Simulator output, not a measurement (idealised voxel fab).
process module | voxel capacitor over wiring
cross-section cut | 255 nm wide | cells 5 nm
A cross-section is a grid of square cells, given in bands from the top down. A band is one or more rows of cells.
Each band's line starts with the height of the band's top and of its bottom, in nm. Then come its materials from left to right, each with its width in nm. One material with "throughout" fills the band from edge to edge. "air" is empty space.
Height 0 is the level under which the wafer as received is all one material. The lowest band goes on downwards, as in "0 down".
A width such as "30 to 40" changes by the same amount from each row of cells to the next, from the band's top row to its bottom row.
"no change" after a step means that no cell of the cross-section changed.
closed voids: empty space of 8 cells or more with no open way to the top, each as width x height at its distance from the left edge, in nm
after a step's settings: what the simulator itself notes on the step
overlay nm, on a step with a mask: how far to the right of its planned place the mask lay; to the left if negative
Each pair below shows a cross-section before one step and the cross-section after it, down to the lowest band that changed. The line under each pair gives the step between them, with its settings. The pairs can come from different runs of this module on the same starting wafer, so a pair continues from the pair above only where its "before" says so.
before
  0 down: Si throughout
  closed voids: none
after
  15 to 0: SiO2 throughout
  below 0: unchanged
  closed voids: none
the step between: op CONFORMAL_DEP | material SiO2 | thk nm 15
before: the cross-section after the pair above
after
  20 to 15: SiN throughout
  below 15: unchanged
  closed voids: none
the step between: op CONFORMAL_DEP | material SiN | thk nm 5
before: the cross-section after the pair above
after
  35 to 20: lowk throughout
  below 20: unchanged
  closed voids: none
the step between: op DIRECTIONAL_DEP | material lowk | thk nm 15
before: the cross-section after the pair above
after
  50 to 35: resist 65 | air 30 | resist 60 | air 30 | resist 70
  below 35: unchanged
  closed voids: none
the step between: op PATTERN | tone open | mask id METAL_1 | material resist | width nm 30 | pitch nm 90 | thk nm 15 | overlay nm 0
before: the cross-section after the pair above
after
  50 to 35: resist 65 | air 30 | resist 60 | air 30 | resist 70
  35 to 20: lowk 65 | air 30 | lowk 60 | air 30 | lowk 70
  below 20: unchanged
  closed voids: none
the step between: op DIRECTIONAL_ETCH | etch materials lowk | depth nm 15
before: the cross-section after the pair above
after
  50 to 35: resist 65 | air 30 | resist 60 | air 30 | resist 70
  35 to 20: lowk 65 | air 30 | lowk 60 | air 30 | lowk 70
  20 to 15: SiN 65 | air 30 | SiN 60 | air 30 | SiN 70
  below 15: unchanged
  closed voids: none
the step between: op DIRECTIONAL_ETCH | etch materials SiN | depth nm 5
before: the cross-section after the pair above
after
  35 to 20: lowk 65 | air 30 | lowk 60 | air 30 | lowk 70
  below 20: unchanged
  closed voids: none
the step between: op STRIP | etch materials resist
before: the cross-section after the pair above
after
  40 to 35: TiN 70 | air 20 | TiN 70 | air 20 | TiN 75
  35 to 20: lowk 65 | TiN 5 | air 20 | TiN 5 | lowk 60 | TiN 5 | air 20 | TiN 5 | lowk 70
  20 to 15: SiN 65 | TiN 30 | SiN 60 | TiN 30 | SiN 70
  below 15: unchanged
  closed voids: none
the step between: op CONFORMAL_DEP | material TiN | thk nm 5
before: the cross-section after the pair above
after
  50 to 40: Ru throughout
  40 to 35: TiN 70 | Ru 20 | TiN 70 | Ru 20 | TiN 75
  35 to 20: lowk 65 | TiN 5 | Ru 20 | TiN 5 | lowk 60 | TiN 5 | Ru 20 | TiN 5 | lowk 70
  below 20: unchanged
  closed voids: none
the step between: op FILL_DEP | material Ru | thk nm 10
before: the cross-section after the pair above
after
  35 to 20: lowk 65 | TiN 5 | Ru 20 | TiN 5 | lowk 60 | TiN 5 | Ru 20 | TiN 5 | lowk 70
  below 20: unchanged
  closed voids: none
the step between: op CMP | height nm 35
before: the cross-section after the pair above
after
  40 to 35: SiCN throughout
  below 35: unchanged
  closed voids: none
the step between: op CONFORMAL_DEP | material SiCN | thk nm 5
before: the cross-section after the pair above
after
  50 to 40: lowk throughout
  below 40: unchanged
  closed voids: none
the step between: op DIRECTIONAL_DEP | material lowk | thk nm 10
before: the cross-section after the pair above
after
  50 to 40: lowk 80 | air 15 | lowk 160
  below 40: unchanged
  closed voids: none
the step between: op MASKED_ETCH | tone open | mask id PLUG_1 | width nm 15 | etch materials lowk | depth nm 10 | overlay nm 0
before: the cross-section after the pair above
after
  50 to 40: lowk 80 | air 15 | lowk 160
  40 to 35: SiCN 80 | air 15 | SiCN 160
  below 35: unchanged
  closed voids: none
the step between: op MASKED_ETCH | tone open | mask id PLUG_1 | width nm 15 | etch materials SiCN | depth nm 5 | overlay nm 0
before: the cross-section after the pair above
after
  55 to 50: TiN 85 | air 5 | TiN 165
  50 to 40: lowk 80 | TiN 5 | air 5 | TiN 5 | lowk 160
  40 to 35: SiCN 80 | TiN 15 | SiCN 160
  below 35: unchanged
  closed voids: none
the step between: op CONFORMAL_DEP | material TiN | thk nm 5
before: the cross-section after the pair above
after
  60 to 55: Ru throughout
  55 to 50: TiN 85 | Ru 5 | TiN 165
  50 to 40: lowk 80 | TiN 5 | Ru 5 | TiN 5 | lowk 160
  below 40: unchanged
  closed voids: none
the step between: op FILL_DEP | material Ru | thk nm 5
before: the cross-section after the pair above
after
  50 to 40: lowk 80 | TiN 5 | Ru 5 | TiN 5 | lowk 160
  below 40: unchanged
  closed voids: none
the step between: op CMP | height nm 50
before: the cross-section after the pair above
after
  55 to 50: TiN throughout
  below 50: unchanged
  closed voids: none
the step between: op DIRECTIONAL_DEP | material TiN | thk nm 5
before: the cross-section after the pair above
after
  60 to 55: HfO2 throughout
  below 55: unchanged
  closed voids: none
the step between: op DIRECTIONAL_DEP | material HfO2 | thk nm 5
before: the cross-section after the pair above
after
  65 to 60: TiN throughout
  below 60: unchanged
  closed voids: none
the step between: op DIRECTIONAL_DEP | material TiN | thk nm 5
before: the cross-section after the pair above
after
  80 to 65: air 80 | resist 65 | air 110
  below 65: unchanged
  closed voids: none
the step between: op PATTERN | tone cover | mask id UPPER_PLATE | material resist | width nm 65 | thk nm 15 | overlay nm 0
before: the cross-section after the pair above
after
  80 to 65: air 80 | resist 65 | air 110
  65 to 60: air 80 | TiN 65 | air 110
  below 60: unchanged
  closed voids: none
the step between: op DIRECTIONAL_ETCH | etch materials TiN | depth nm 5
before: the cross-section after the pair above
after
  80 to 65: air 80 | resist 65 | air 110
  65 to 60: air 80 | TiN 65 | air 110
  60 to 55: air 80 | HfO2 65 | air 110
  below 55: unchanged
  closed voids: none
the step between: op DIRECTIONAL_ETCH | etch materials HfO2 | depth nm 5
before: the cross-section after the pair above
after
  65 to 60: air 80 | TiN 65 | air 110
  below 60: unchanged
  closed voids: none
the step between: op STRIP | etch materials resist
before: the cross-section after the pair above
after
  65 to 60: air 80 | TiN 65 | air 110
  60 to 55: air 80 | HfO2 65 | air 110
  55 to 50: air 75 | TiN 75 | air 105
  below 50: unchanged
  closed voids: none
the step between: op MASKED_ETCH | tone cover | mask id LOWER_PLATE | width nm 75 | etch materials TiN | depth nm 5 | overlay nm 0
before: the cross-section after the pair above
after
  80 to 65: SiO2 throughout
  65 to 60: SiO2 80 | TiN 65 | SiO2 110
  60 to 55: SiO2 80 | HfO2 65 | SiO2 110
  55 to 50: SiO2 75 | TiN 75 | SiO2 105
  below 50: unchanged
  closed voids: none
the step between: op FILL_DEP | material SiO2 | thk nm 15
before: the cross-section after the pair above
after
  75 to 65: SiO2 throughout
  below 65: unchanged
  closed voids: none
the step between: op CMP | height nm 75
before: the cross-section after the pair above
after
  90 to 75: resist 90 | air 15 | resist 150
  below 75: unchanged
  closed voids: none
the step between: op PATTERN | tone open | mask id PLUG_2 | material resist | width nm 15 | thk nm 15 | overlay nm 0
before: the cross-section after the pair above
after
  90 to 75: resist 90 | air 15 | resist 150
  75 to 65: SiO2 90 | air 15 | SiO2 150
  below 65: unchanged
  closed voids: none
the step between: op DIRECTIONAL_ETCH | etch materials SiO2 | depth nm 10
before: the cross-section after the pair above
after
  75 to 65: SiO2 90 | air 15 | SiO2 150
  below 65: unchanged
  closed voids: none
the step between: op STRIP | etch materials resist
before: the cross-section after the pair above
after
  80 to 75: TiN 95 | air 5 | TiN 155
  75 to 70: SiO2 90 | TiN 5 | air 5 | TiN 5 | SiO2 150
  70 to 60: SiO2 90 to 80 | TiN 15 to 65 | SiO2 150 to 110
  below 60: unchanged
  closed voids: none
the step between: op CONFORMAL_DEP | material TiN | thk nm 5
before: the cross-section after the pair above
after
  85 to 80: Cu throughout
  80 to 75: TiN 95 | Cu 5 | TiN 155
  75 to 70: SiO2 90 | TiN 5 | Cu 5 | TiN 5 | SiO2 150
  below 70: unchanged
  closed voids: none
the step between: op FILL_DEP | material Cu | thk nm 5
before: the cross-section after the pair above
after
  75 to 70: SiO2 90 | TiN 5 | Cu 5 | TiN 5 | SiO2 150
  below 70: unchanged
  closed voids: none
the step between: op CMP | height nm 75
before: the cross-section after the pair above
after
  80 to 75: SiCN throughout
  below 75: unchanged
  closed voids: none
the step between: op CONFORMAL_DEP | material SiCN | thk nm 5
before
  15 to 0: SiO2 throughout
  0 down: Si throughout
  closed voids: none
after
  30 to 15: lowk throughout
  below 15: unchanged
  closed voids: none
the step between: op DIRECTIONAL_DEP | material lowk | thk nm 15
before: the cross-section after the pair above
after
  45 to 30: resist 65 | air 30 | resist 60 | air 30 | resist 70
  below 30: unchanged
  closed voids: none
the step between: op PATTERN | tone open | mask id METAL_1 | material resist | width nm 30 | pitch nm 90 | thk nm 15 | overlay nm 0
before: the cross-section after the pair above
after
  45 to 30: resist 65 | air 30 | resist 60 | air 30 | resist 70
  30 to 15: lowk 65 | air 30 | lowk 60 | air 30 | lowk 70
  below 15: unchanged
  closed voids: none
the step between: op DIRECTIONAL_ETCH | etch materials lowk | depth nm 15
before: the cross-section after the pair above
after
  30 to 15: lowk 65 | air 30 | lowk 60 | air 30 | lowk 70
  below 15: unchanged
  closed voids: none
the step between: op STRIP | etch materials resist
before: the cross-section after the pair above
after
  35 to 30: TiN 70 | air 20 | TiN 70 | air 20 | TiN 75
  30 to 20: lowk 65 | TiN 5 | air 20 | TiN 5 | lowk 60 | TiN 5 | air 20 | TiN 5 | lowk 70
  20 to 15: lowk 65 | TiN 30 | lowk 60 | TiN 30 | lowk 70
  below 15: unchanged
  closed voids: none
the step between: op CONFORMAL_DEP | material TiN | thk nm 5
before: the cross-section after the pair above
after
  45 to 35: Ru throughout
  35 to 30: TiN 70 | Ru 20 | TiN 70 | Ru 20 | TiN 75
  30 to 20: lowk 65 | TiN 5 | Ru 20 | TiN 5 | lowk 60 | TiN 5 | Ru 20 | TiN 5 | lowk 70
  below 20: unchanged
  closed voids: none
the step between: op FILL_DEP | material Ru | thk nm 10
before: the cross-section after the pair above
after
  35 to 30: TiN 70 | Ru 20 | TiN 70 | Ru 20 | TiN 75
  below 30: unchanged
  closed voids: none
the step between: op CMP | height nm 35
before: the cross-section after the pair above
after
  40 to 35: SiCN throughout
  below 35: unchanged
  closed voids: none
the step between: op CONFORMAL_DEP | material SiCN | thk nm 5
before: the cross-section after the pair above
after
  50 to 40: lowk throughout
  below 40: unchanged
  closed voids: none
the step between: op DIRECTIONAL_DEP | material lowk | thk nm 10
before: the cross-section after the pair above
after
  50 to 40: lowk 80 | air 15 | lowk 160
  below 40: unchanged
  closed voids: none
the step between: op MASKED_ETCH | tone open | mask id PLUG_1 | width nm 15 | etch materials lowk | depth nm 10 | overlay nm 0
before: the cross-section after the pair above
after
  50 to 40: lowk 80 | air 15 | lowk 160
  40 to 35: SiCN 80 | air 15 | SiCN 160
  below 35: unchanged
  closed voids: none
the step between: op MASKED_ETCH | tone open | mask id PLUG_1 | width nm 15 | etch materials SiCN | depth nm 5 | overlay nm 0
before: the cross-section after the pair above
after
  55 to 50: TiN 85 | air 5 | TiN 165
  50 to 40: lowk 80 | TiN 5 | air 5 | TiN 5 | lowk 160
  40 to 35: SiCN 80 | TiN 15 | SiCN 160
  below 35: unchanged
  closed voids: none
the step between: op CONFORMAL_DEP | material TiN | thk nm 5
before: the cross-section after the pair above
after
  60 to 55: Ru throughout
  55 to 50: TiN 85 | Ru 5 | TiN 165
  50 to 40: lowk 80 | TiN 5 | Ru 5 | TiN 5 | lowk 160
  below 40: unchanged
  closed voids: none
the step between: op FILL_DEP | material Ru | thk nm 5
before: the cross-section after the pair above
after
  50 to 40: lowk 80 | TiN 5 | Ru 5 | TiN 5 | lowk 160
  below 40: unchanged
  closed voids: none
the step between: op CMP | height nm 50
before: the cross-section after the pair above
after
  55 to 50: TiN throughout
  below 50: unchanged
  closed voids: none
the step between: op DIRECTIONAL_DEP | material TiN | thk nm 5
before: the cross-section after the pair above
after
  60 to 55: HfO2 throughout
  below 55: unchanged
  closed voids: none
the step between: op DIRECTIONAL_DEP | material HfO2 | thk nm 5
before: the cross-section after the pair above
after
  65 to 60: TiN throughout
  below 60: unchanged
  closed voids: none
the step between: op DIRECTIONAL_DEP | material TiN | thk nm 5
before: the cross-section after the pair above
after
  80 to 65: air 80 | resist 65 | air 110
  below 65: unchanged
  closed voids: none
the step between: op PATTERN | tone cover | mask id UPPER_PLATE | material resist | width nm 65 | thk nm 15 | overlay nm 0
before: the cross-section after the pair above
after
  80 to 65: air 80 | resist 65 | air 110
  65 to 60: air 80 | TiN 65 | air 110
  below 60: unchanged
  closed voids: none
the step between: op DIRECTIONAL_ETCH | etch materials TiN | depth nm 5
before: the cross-section after the pair above
after
  80 to 65: air 80 | resist 65 | air 110
  65 to 60: air 80 | TiN 65 | air 110
  60 to 55: air 80 | HfO2 65 | air 110
  below 55: unchanged
  closed voids: none
the step between: op DIRECTIONAL_ETCH | etch materials HfO2 | depth nm 5
before: the cross-section after the pair above
after
  65 to 60: air 80 | TiN 65 | air 110
  below 60: unchanged
  closed voids: none
the step between: op STRIP | etch materials resist
before: the cross-section after the pair above
after
  65 to 60: air 80 | TiN 65 | air 110
  60 to 55: air 80 | HfO2 65 | air 110
  55 to 50: air 75 | TiN 75 | air 105
  below 50: unchanged
  closed voids: none
the step between: op MASKED_ETCH | tone cover | mask id LOWER_PLATE | width nm 75 | etch materials TiN | depth nm 5 | overlay nm 0
before: the cross-section after the pair above
after
  80 to 65: SiO2 throughout
  65 to 60: SiO2 80 | TiN 65 | SiO2 110
  60 to 55: SiO2 80 | HfO2 65 | SiO2 110
  55 to 50: SiO2 75 | TiN 75 | SiO2 105
  below 50: unchanged
  closed voids: none
the step between: op FILL_DEP | material SiO2 | thk nm 15
before: the cross-section after the pair above
after
  75 to 65: SiO2 throughout
  below 65: unchanged
  closed voids: none
the step between: op CMP | height nm 75
before: the cross-section after the pair above
after
  90 to 75: resist 90 | air 15 | resist 150
  below 75: unchanged
  closed voids: none
the step between: op PATTERN | tone open | mask id PLUG_2 | material resist | width nm 15 | thk nm 15 | overlay nm 0
before: the cross-section after the pair above
after
  90 to 75: resist 90 | air 15 | resist 150
  75 to 65: SiO2 90 | air 15 | SiO2 150
  below 65: unchanged
  closed voids: none
the step between: op DIRECTIONAL_ETCH | etch materials SiO2 | depth nm 10
before: the cross-section after the pair above
after
  75 to 65: SiO2 90 | air 15 | SiO2 150
  below 65: unchanged
  closed voids: none
the step between: op STRIP | etch materials resist
before: the cross-section after the pair above
after
  80 to 75: TiN 95 | air 5 | TiN 155
  75 to 70: SiO2 90 | TiN 5 | air 5 | TiN 5 | SiO2 150
  70 to 60: SiO2 90 to 80 | TiN 15 to 65 | SiO2 150 to 110
  below 60: unchanged
  closed voids: none
the step between: op CONFORMAL_DEP | material TiN | thk nm 5
before: the cross-section after the pair above
after
  85 to 80: Cu throughout
  80 to 75: TiN 95 | Cu 5 | TiN 155
  75 to 70: SiO2 90 | TiN 5 | Cu 5 | TiN 5 | SiO2 150
  below 70: unchanged
  closed voids: none
the step between: op FILL_DEP | material Cu | thk nm 5
before: the cross-section after the pair above
after
  75 to 70: SiO2 90 | TiN 5 | Cu 5 | TiN 5 | SiO2 150
  below 70: unchanged
  closed voids: none
the step between: op CMP | height nm 75
before: the cross-section after the pair above
after
  80 to 75: SiCN throughout
  below 75: unchanged
  closed voids: none
the step between: op CONFORMAL_DEP | material SiCN | thk nm 5
before
  15 to 0: SiO2 throughout
  0 down: Si throughout
  closed voids: none
after
  30 to 0: SiO2 throughout
  below 0: unchanged
  closed voids: none
the step between: op CONFORMAL_DEP | material SiO2 | thk nm 15
before: the cross-section after the pair above
after
  35 to 30: SiN throughout
  below 30: unchanged
  closed voids: none
the step between: op CONFORMAL_DEP | material SiN | thk nm 5
before: the cross-section after the pair above
after
  50 to 35: lowk throughout
  below 35: unchanged
  closed voids: none
the step between: op DIRECTIONAL_DEP | material lowk | thk nm 15
before: the cross-section after the pair above
after
  65 to 50: resist 65 | air 30 | resist 60 | air 30 | resist 70
  below 50: unchanged
  closed voids: none
the step between: op PATTERN | tone open | mask id METAL_1 | material resist | width nm 30 | pitch nm 90 | thk nm 15 | overlay nm 0
before: the cross-section after the pair above
after
  65 to 50: resist 65 | air 30 | resist 60 | air 30 | resist 70
  50 to 35: lowk 65 | air 30 | lowk 60 | air 30 | lowk 70
  below 35: unchanged
  closed voids: none
the step between: op DIRECTIONAL_ETCH | etch materials lowk | depth nm 15
before: the cross-section after the pair above
after
  65 to 50: resist 65 | air 30 | resist 60 | air 30 | resist 70
  50 to 35: lowk 65 | air 30 | lowk 60 | air 30 | lowk 70
  35 to 30: SiN 65 | air 30 | SiN 60 | air 30 | SiN 70
  below 30: unchanged
  closed voids: none
the step between: op DIRECTIONAL_ETCH | etch materials SiN | depth nm 5
before: the cross-section after the pair above
after
  50 to 35: lowk 65 | air 30 | lowk 60 | air 30 | lowk 70
  below 35: unchanged
  closed voids: none
the step between: op STRIP | etch materials resist
before: the cross-section after the pair above
after
  55 to 50: TiN 70 | air 20 | TiN 70 | air 20 | TiN 75
  50 to 35: lowk 65 | TiN 5 | air 20 | TiN 5 | lowk 60 | TiN 5 | air 20 | TiN 5 | lowk 70
  35 to 30: SiN 65 | TiN 30 | SiN 60 | TiN 30 | SiN 70
  below 30: unchanged
  closed voids: none
the step between: op CONFORMAL_DEP | material TiN | thk nm 5
before: the cross-section after the pair above
after
  65 to 55: Ru throughout
  55 to 50: TiN 70 | Ru 20 | TiN 70 | Ru 20 | TiN 75
  50 to 35: lowk 65 | TiN 5 | Ru 20 | TiN 5 | lowk 60 | TiN 5 | Ru 20 | TiN 5 | lowk 70
  below 35: unchanged
  closed voids: none
the step between: op FILL_DEP | material Ru | thk nm 10
before: the cross-section after the pair above
after
  35 to 30: SiN 65 | TiN 30 | SiN 60 | TiN 30 | SiN 70
  below 30: unchanged
  closed voids: none
the step between: op CMP | height nm 35
before: the cross-section after the pair above
after
  40 to 35: SiCN throughout
  below 35: unchanged
  closed voids: none
the step between: op CONFORMAL_DEP | material SiCN | thk nm 5
before: the cross-section after the pair above
after
  50 to 40: lowk throughout
  below 40: unchanged
  closed voids: none
the step between: op DIRECTIONAL_DEP | material lowk | thk nm 10
before: the cross-section after the pair above
after
  50 to 40: lowk 80 | air 15 | lowk 160
  below 40: unchanged
  closed voids: none
the step between: op MASKED_ETCH | tone open | mask id PLUG_1 | width nm 15 | etch materials lowk | depth nm 10 | overlay nm 0
before: the cross-section after the pair above
after
  50 to 40: lowk 80 | air 15 | lowk 160
  40 to 35: SiCN 80 | air 15 | SiCN 160
  below 35: unchanged
  closed voids: none
the step between: op MASKED_ETCH | tone open | mask id PLUG_1 | width nm 15 | etch materials SiCN | depth nm 5 | overlay nm 0
before: the cross-section after the pair above
after
  55 to 50: TiN 85 | air 5 | TiN 165
  50 to 40: lowk 80 | TiN 5 | air 5 | TiN 5 | lowk 160
  40 to 35: SiCN 80 | TiN 15 | SiCN 160
  below 35: unchanged
  closed voids: none
the step between: op CONFORMAL_DEP | material TiN | thk nm 5
before: the cross-section after the pair above
after
  60 to 55: Ru throughout
  55 to 50: TiN 85 | Ru 5 | TiN 165
  50 to 40: lowk 80 | TiN 5 | Ru 5 | TiN 5 | lowk 160
  below 40: unchanged
  closed voids: none
the step between: op FILL_DEP | material Ru | thk nm 5
before: the cross-section after the pair above
after
  50 to 40: lowk 80 | TiN 5 | Ru 5 | TiN 5 | lowk 160
  below 40: unchanged
  closed voids: none
the step between: op CMP | height nm 50
before: the cross-section after the pair above
after
  55 to 50: TiN throughout
  below 50: unchanged
  closed voids: none
the step between: op DIRECTIONAL_DEP | material TiN | thk nm 5
before: the cross-section after the pair above
after
  60 to 55: HfO2 throughout
  below 55: unchanged
  closed voids: none
the step between: op DIRECTIONAL_DEP | material HfO2 | thk nm 5
before: the cross-section after the pair above
after
  65 to 60: TiN throughout
  below 60: unchanged
  closed voids: none
the step between: op DIRECTIONAL_DEP | material TiN | thk nm 5
before: the cross-section after the pair above
after
  80 to 65: air 80 | resist 65 | air 110
  below 65: unchanged
  closed voids: none
the step between: op PATTERN | tone cover | mask id UPPER_PLATE | material resist | width nm 65 | thk nm 15 | overlay nm 0
before: the cross-section after the pair above
after
  80 to 65: air 80 | resist 65 | air 110
  65 to 60: air 80 | TiN 65 | air 110
  below 60: unchanged
  closed voids: none
the step between: op DIRECTIONAL_ETCH | etch materials TiN | depth nm 5
before: the cross-section after the pair above
after
  80 to 65: air 80 | resist 65 | air 110
  65 to 60: air 80 | TiN 65 | air 110
  60 to 55: air 80 | HfO2 65 | air 110
  below 55: unchanged
  closed voids: none
the step between: op DIRECTIONAL_ETCH | etch materials HfO2 | depth nm 5
before: the cross-section after the pair above
after
  65 to 60: air 80 | TiN 65 | air 110
  below 60: unchanged
  closed voids: none
the step between: op STRIP | etch materials resist
before: the cross-section after the pair above
after
  65 to 60: air 80 | TiN 65 | air 110
  60 to 55: air 80 | HfO2 65 | air 110
  55 to 50: air 75 | TiN 75 | air 105
  below 50: unchanged
  closed voids: none
the step between: op MASKED_ETCH | tone cover | mask id LOWER_PLATE | width nm 75 | etch materials TiN | depth nm 5 | overlay nm 0
before: the cross-section after the pair above
after
  80 to 65: SiO2 throughout
  65 to 60: SiO2 80 | TiN 65 | SiO2 110
  60 to 55: SiO2 80 | HfO2 65 | SiO2 110
  55 to 50: SiO2 75 | TiN 75 | SiO2 105
  below 50: unchanged
  closed voids: none
the step between: op FILL_DEP | material SiO2 | thk nm 15
before: the cross-section after the pair above
after
  75 to 65: SiO2 throughout
  below 65: unchanged
  closed voids: none
the step between: op CMP | height nm 75
before: the cross-section after the pair above
after
  90 to 75: resist 90 | air 15 | resist 150
  below 75: unchanged
  closed voids: none
the step between: op PATTERN | tone open | mask id PLUG_2 | material resist | width nm 15 | thk nm 15 | overlay nm 0
before: the cross-section after the pair above
after
  90 to 75: resist 90 | air 15 | resist 150
  75 to 65: SiO2 90 | air 15 | SiO2 150
  below 65: unchanged
  closed voids: none
the step between: op DIRECTIONAL_ETCH | etch materials SiO2 | depth nm 10
before: the cross-section after the pair above
after
  75 to 65: SiO2 90 | air 15 | SiO2 150
  below 65: unchanged
  closed voids: none
the step between: op STRIP | etch materials resist
before: the cross-section after the pair above
after
  80 to 75: TiN 95 | air 5 | TiN 155
  75 to 70: SiO2 90 | TiN 5 | air 5 | TiN 5 | SiO2 150
  70 to 60: SiO2 90 to 80 | TiN 15 to 65 | SiO2 150 to 110
  below 60: unchanged
  closed voids: none
the step between: op CONFORMAL_DEP | material TiN | thk nm 5
before: the cross-section after the pair above
after
  85 to 80: Cu throughout
  80 to 75: TiN 95 | Cu 5 | TiN 155
  75 to 70: SiO2 90 | TiN 5 | Cu 5 | TiN 5 | SiO2 150
  below 70: unchanged
  closed voids: none
the step between: op FILL_DEP | material Cu | thk nm 5
before: the cross-section after the pair above
after
  75 to 70: SiO2 90 | TiN 5 | Cu 5 | TiN 5 | SiO2 150
  below 70: unchanged
  closed voids: none
the step between: op CMP | height nm 75
before: the cross-section after the pair above
after
  80 to 75: SiCN throughout
  below 75: unchanged
  closed voids: none
the step between: op CONFORMAL_DEP | material SiCN | thk nm 5
before
  55 to 50: TiN throughout
  50 to 40: lowk 80 | TiN 5 | Ru 5 | TiN 5 | lowk 160
  40 to 35: SiCN 80 | TiN 15 | SiCN 160
  35 to 20: lowk 65 | TiN 5 | Ru 20 | TiN 5 | lowk 60 | TiN 5 | Ru 20 | TiN 5 | lowk 70
  20 to 15: SiN 65 | TiN 30 | SiN 60 | TiN 30 | SiN 70
  15 to 0: SiO2 throughout
  0 down: Si throughout
  closed voids: none
after
  60 to 50: TiN throughout
  below 50: unchanged
  closed voids: none
the step between: op DIRECTIONAL_DEP | material TiN | thk nm 5
before: the cross-section after the pair above
after
  65 to 60: HfO2 throughout
  below 60: unchanged
  closed voids: none
the step between: op DIRECTIONAL_DEP | material HfO2 | thk nm 5
before: the cross-section after the pair above
after
  80 to 65: air 80 | resist 65 | air 110
  below 65: unchanged
  closed voids: none
the step between: op PATTERN | tone cover | mask id UPPER_PLATE | material resist | width nm 65 | thk nm 15 | overlay nm 0
before: the cross-section after the pair above
after
  80 to 65: air 80 | resist 65 | air 110
  65 to 60: air 80 | HfO2 65 | air 110
  below 60: unchanged
  closed voids: none
the step between: op DIRECTIONAL_ETCH | etch materials HfO2 | depth nm 5
before: the cross-section after the pair above
after
  65 to 60: air 80 | HfO2 65 | air 110
  below 60: unchanged
  closed voids: none
the step between: op STRIP | etch materials resist
before: the cross-section after the pair above
after
  65 to 60: air 80 | HfO2 65 | air 110
  60 to 55: air 75 | TiN 75 | air 105
  below 55: unchanged
  closed voids: none
the step between: op MASKED_ETCH | tone cover | mask id LOWER_PLATE | width nm 75 | etch materials TiN | depth nm 5 | overlay nm 0
before: the cross-section after the pair above
after
  80 to 65: SiO2 throughout
  65 to 60: SiO2 80 | HfO2 65 | SiO2 110
  60 to 55: SiO2 75 | TiN 75 | SiO2 105
  below 55: unchanged
  closed voids: none
the step between: op FILL_DEP | material SiO2 | thk nm 15
before: the cross-section after the pair above
after
  75 to 65: SiO2 throughout
  below 65: unchanged
  closed voids: none
the step between: op CMP | height nm 75
before: the cross-section after the pair above
after
  90 to 75: resist 90 | air 15 | resist 150
  below 75: unchanged
  closed voids: none
the step between: op PATTERN | tone open | mask id PLUG_2 | material resist | width nm 15 | thk nm 15 | overlay nm 0
before: the cross-section after the pair above
after
  90 to 75: resist 90 | air 15 | resist 150
  75 to 65: SiO2 90 | air 15 | SiO2 150
  below 65: unchanged
  closed voids: none
the step between: op DIRECTIONAL_ETCH | etch materials SiO2 | depth nm 10
before: the cross-section after the pair above
after
  75 to 65: SiO2 90 | air 15 | SiO2 150
  below 65: unchanged
  closed voids: none
the step between: op STRIP | etch materials resist
before: the cross-section after the pair above
after
  80 to 75: TiN 95 | air 5 | TiN 155
  75 to 70: SiO2 90 | TiN 5 | air 5 | TiN 5 | SiO2 150
  70 to 65: SiO2 90 | TiN 15 | SiO2 150
  below 65: unchanged
  closed voids: none
the step between: op CONFORMAL_DEP | material TiN | thk nm 5
before: the cross-section after the pair above
after
  85 to 80: Cu throughout
  80 to 75: TiN 95 | Cu 5 | TiN 155
  75 to 70: SiO2 90 | TiN 5 | Cu 5 | TiN 5 | SiO2 150
  below 70: unchanged
  closed voids: none
the step between: op FILL_DEP | material Cu | thk nm 5
before: the cross-section after the pair above
after
  75 to 70: SiO2 90 | TiN 5 | Cu 5 | TiN 5 | SiO2 150
  below 70: unchanged
  closed voids: none
the step between: op CMP | height nm 75
before: the cross-section after the pair above
after
  80 to 75: SiCN throughout
  below 75: unchanged
  closed voids: none
the step between: op CONFORMAL_DEP | material SiCN | thk nm 5
before
  0 down: Si throughout
  closed voids: none
after
  10 to 0: SiO2 throughout
  below 0: unchanged
  closed voids: none
the step between: op CONFORMAL_DEP | material SiO2 | thk nm 10
before: the cross-section after the pair above
after
  15 to 10: SiN throughout
  below 10: unchanged
  closed voids: none
the step between: op CONFORMAL_DEP | material SiN | thk nm 5
before: the cross-section after the pair above
after
  30 to 15: lowk throughout
  below 15: unchanged
  closed voids: none
the step between: op DIRECTIONAL_DEP | material lowk | thk nm 15
before: the cross-section after the pair above
after
  45 to 30: resist 65 | air 30 | resist 60 | air 30 | resist 70
  below 30: unchanged
  closed voids: none
the step between: op PATTERN | tone open | mask id METAL_1 | material resist | width nm 30 | pitch nm 90 | thk nm 15 | overlay nm 0
before: the cross-section after the pair above
after
  45 to 30: resist 65 | air 30 | resist 60 | air 30 | resist 70
  30 to 15: lowk 65 | air 30 | lowk 60 | air 30 | lowk 70
  below 15: unchanged
  closed voids: none
the step between: op DIRECTIONAL_ETCH | etch materials lowk | depth nm 15
before: the cross-section after the pair above
after
  45 to 30: resist 65 | air 30 | resist 60 | air 30 | resist 70
  30 to 15: lowk 65 | air 30 | lowk 60 | air 30 | lowk 70
  15 to 10: SiN 65 | air 30 | SiN 60 | air 30 | SiN 70
  below 10: unchanged
  closed voids: none
the step between: op DIRECTIONAL_ETCH | etch materials SiN | depth nm 5
before: the cross-section after the pair above
after
  30 to 15: lowk 65 | air 30 | lowk 60 | air 30 | lowk 70
  below 15: unchanged
  closed voids: none
the step between: op STRIP | etch materials resist
before: the cross-section after the pair above
after
  35 to 30: TiN 70 | air 20 | TiN 70 | air 20 | TiN 75
  30 to 15: lowk 65 | TiN 5 | air 20 | TiN 5 | lowk 60 | TiN 5 | air 20 | TiN 5 | lowk 70
  15 to 10: SiN 65 | TiN 30 | SiN 60 | TiN 30 | SiN 70
  below 10: unchanged
  closed voids: none
the step between: op CONFORMAL_DEP | material TiN | thk nm 5
before: the cross-section after the pair above
after
  45 to 35: Ru throughout
  35 to 30: TiN 70 | Ru 20 | TiN 70 | Ru 20 | TiN 75
  30 to 15: lowk 65 | TiN 5 | Ru 20 | TiN 5 | lowk 60 | TiN 5 | Ru 20 | TiN 5 | lowk 70
  below 15: unchanged
  closed voids: none
the step between: op FILL_DEP | material Ru | thk nm 10
before: the cross-section after the pair above
after
  35 to 30: TiN 70 | Ru 20 | TiN 70 | Ru 20 | TiN 75
  below 30: unchanged
  closed voids: none
the step between: op CMP | height nm 35
before: the cross-section after the pair above
after
  40 to 35: SiCN throughout
  below 35: unchanged
  closed voids: none
the step between: op CONFORMAL_DEP | material SiCN | thk nm 5
before: the cross-section after the pair above
after
  50 to 40: lowk throughout
  below 40: unchanged
  closed voids: none
the step between: op DIRECTIONAL_DEP | material lowk | thk nm 10
before: the cross-section after the pair above
after
  50 to 40: lowk 80 | air 15 | lowk 160
  below 40: unchanged
  closed voids: none
the step between: op MASKED_ETCH | tone open | mask id PLUG_1 | width nm 15 | etch materials lowk | depth nm 10 | overlay nm 0
